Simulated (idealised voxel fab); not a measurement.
process module | voxel released beams
Section shown: cut. Width: 225 nm. Cell size: 5 nm, square.
A cross-section is written here as square cells arranged in a grid, and it is given in bands from the top down, each band taking up one or more rows of cells.
Quick guide to a band line: top height, bottom height (nm) up front; then every material left to right with its width in nm. Only one material and it's marked "all across"? Then it fills the band edge to edge. And "empty" just means empty space.
Height reference: 0 = level under which incoming wafer is all one material. Lowest band: no bottom, runs on downward, e.g. "from 0 down".
It should be noted that a width expressed as "30..40" varies in equal increments from row to row of cells within the band, taking the value of the first number at the top row and that of the second number at the bottom row.
Given "no change occurred" for a step, no cell of the cross-section differs between before and after that step.
Closed empty spaces (no open way to the top) of 8 cells or more are what "Fully enclosed voids" lists, each as width x height at distance from the left edge, nm for all three.
It should be noted that, on the line of a given step, the content following the step's settings is a remark produced by the simulator itself with respect to that step.
"overlay nm", when on a step's line for a step with a mask, measures how far to the right of its planned place the mask lay; a negative measure means to the left.

plan:
| 1 | RECEIVE | material Si |
| 2 | CONFORMAL_DEP | material Al2O3 | thk nm 10 |
| 3 | DIRECTIONAL_DEP | material SiO2 | thk nm 20 |
| 4 | DIRECTIONAL_DEP | material aC | thk nm 15 |
| 5 | PATTERN | tone open | mask id ANCHOR | material resist | width nm 45 | thk nm 35 | overlay nm 0 |
| 6 | DIRECTIONAL_ETCH | etch materials aC | depth nm 15 |
| 7 | STRIP | etch materials resist |
| 8 | DIRECTIONAL_ETCH | etch materials SiO2 | depth nm 20 |
| 9 | STRIP | etch materials aC |
| 10 | CONFORMAL_DEP | material polySi | thk nm 15 |
| 11 | PATTERN | tone cover | mask id BEAM | material resist | width nm 120 | thk nm 20 | overlay nm 0 |
| 12 | DIRECTIONAL_ETCH | etch materials polySi | depth nm 15 |
| 13 | STRIP | etch materials resist |
| 14 | STRIP | etch materials SiO2 |

On the first of the two wafers: run conducted according to plan:

As-received wafer cross-section (after step 1):
from 0 down  Si all across
Fully enclosed voids: none

After step 2: wafer cross-section:
from 10 to 0  Al2O3 all across
At heights below 0, the structure remains unaltered.

After step 3: wafer cross-section:
from 30 to 10  SiO2 all across
At heights below 10, the structure remains unaltered.

After step 4: wafer cross-section:
from 45 to 30  aC all across
At heights below 30, the structure remains unaltered.

After step 5: wafer cross-section:
from 80 to 45  resist=55, then empty=45, then resist=125
At heights below 45, the structure remains unaltered.

After step 6: wafer cross-section:
from 65 to 45  resist=55, then empty=45, then resist=125
from 45 to 30  aC=55, then empty=45, then aC=125
At heights below 30, the structure remains unaltered.

After step 7: wafer cross-section:
from 45 to 30  aC=55, then empty=45, then aC=125
At heights below 30, the structure remains unaltered.

After step 8: wafer cross-section:
from 45 to 30  aC=55, then empty=45, then aC=125
from 30 to 10  SiO2=55, then empty=45, then SiO2=125
At heights below 10, the structure remains unaltered.

After step 9: wafer cross-section:
from 30 to 10  SiO2=55, then empty=45, then SiO2=125
At heights below 10, the structure remains unaltered.

After step 10: wafer cross-section:
from 45 to 30  polySi=70, then empty=15, then polySi=140
from 30 to 25  SiO2=55, then polySi=15, then empty=15, then polySi=15, then SiO2=125
from 25 to 10  SiO2=55, then polySi=45, then SiO2=125
At heights below 10, the structure remains unaltered.

After step 11: wafer cross-section:
from 65 to 45  empty=50, then resist=120, then empty=55
from 45 to 30  polySi=70, then resist=15, then polySi=140
from 30 to 25  SiO2=55, then polySi=15, then resist=15, then polySi=15, then SiO2=125
At heights below 25, the structure remains unaltered.

After step 12: wafer cross-section:
from 65 to 45  empty=50, then resist=120, then empty=55
from 45 to 30  empty=50, then polySi=20, then resist=15, then polySi=85, then empty=55
At heights below 30, the structure remains unaltered.

After step 13: wafer cross-section:
from 45 to 30  empty=50, then polySi=20, then empty=15, then polySi=85, then empty=55
from 30 to 25  SiO2=55, then polySi=15, then empty=15, then polySi=15, then SiO2=125
At heights below 25, the structure remains unaltered.

After step 14: wafer cross-section:
from 45 to 30  empty=50, then polySi=20, then empty=15, then polySi=85, then empty=55
from 30 to 25  empty=55, then polySi=15, then empty=15, then polySi=15, then empty=125
from 25 to 10  empty=55, then polySi=45, then empty=125
At heights below 10, the structure remains unaltered.

The Second Wafer: Common Origin and Plan, One Mistake in Execution, Identical to the First Through Step 2:

Second wafer, cut view, end of step 3 per plan:
from 30 to 10  polySi all across
At heights below 10, the structure remains unaltered.

Second wafer, cut view, end of step 4 per plan:
from 45 to 30  aC all across
At heights below 30, the structure remains unaltered.

Second wafer, cut view, end of step 5 per plan:
from 80 to 45  resist=55, then empty=45, then resist=125
At heights below 45, the structure remains unaltered.

Second wafer, cut view, end of step 6 per plan:
from 65 to 45  resist=55, then empty=45, then resist=125
from 45 to 30  aC=55, then empty=45, then aC=125
At heights below 30, the structure remains unaltered.

Second wafer, cut view, end of step 7 per plan:
from 45 to 30  aC=55, then empty=45, then aC=125
At heights below 30, the structure remains unaltered.

Second wafer, cut view, end of step 8 per plan: no change occurred

Second wafer, cut view, end of step 9 per plan:
from 30 to 10  polySi all across
At heights below 10, the structure remains unaltered.

Second wafer, cut view, end of step 10 per plan:
from 45 to 10  polySi all across
At heights below 10, the structure remains unaltered.

Second wafer, cut view, end of step 11 per plan:
from 65 to 45  empty=50, then resist=120, then empty=55
At heights below 45, the structure remains unaltered.

Second wafer, cut view, end of step 12 per plan:
from 65 to 45  empty=50, then resist=120, then empty=55
from 45 to 30  empty=50, then polySi=120, then empty=55
At heights below 30, the structure remains unaltered.

Second wafer, cut view, end of step 13 per plan:
from 45 to 30  empty=50, then polySi=120, then empty=55
At heights below 30, the structure remains unaltered.

Second wafer, cut view, end of step 14 per plan: no change occurred
Diagnosis: it should be noted that step 3 was executed with settings other than those planned, the operation and settings actually applied being DIRECTIONAL_DEP | material polySi | thk nm 20
Final difference in cells, second wafer against first, listed per material as more or fewer: polySi: 156 more
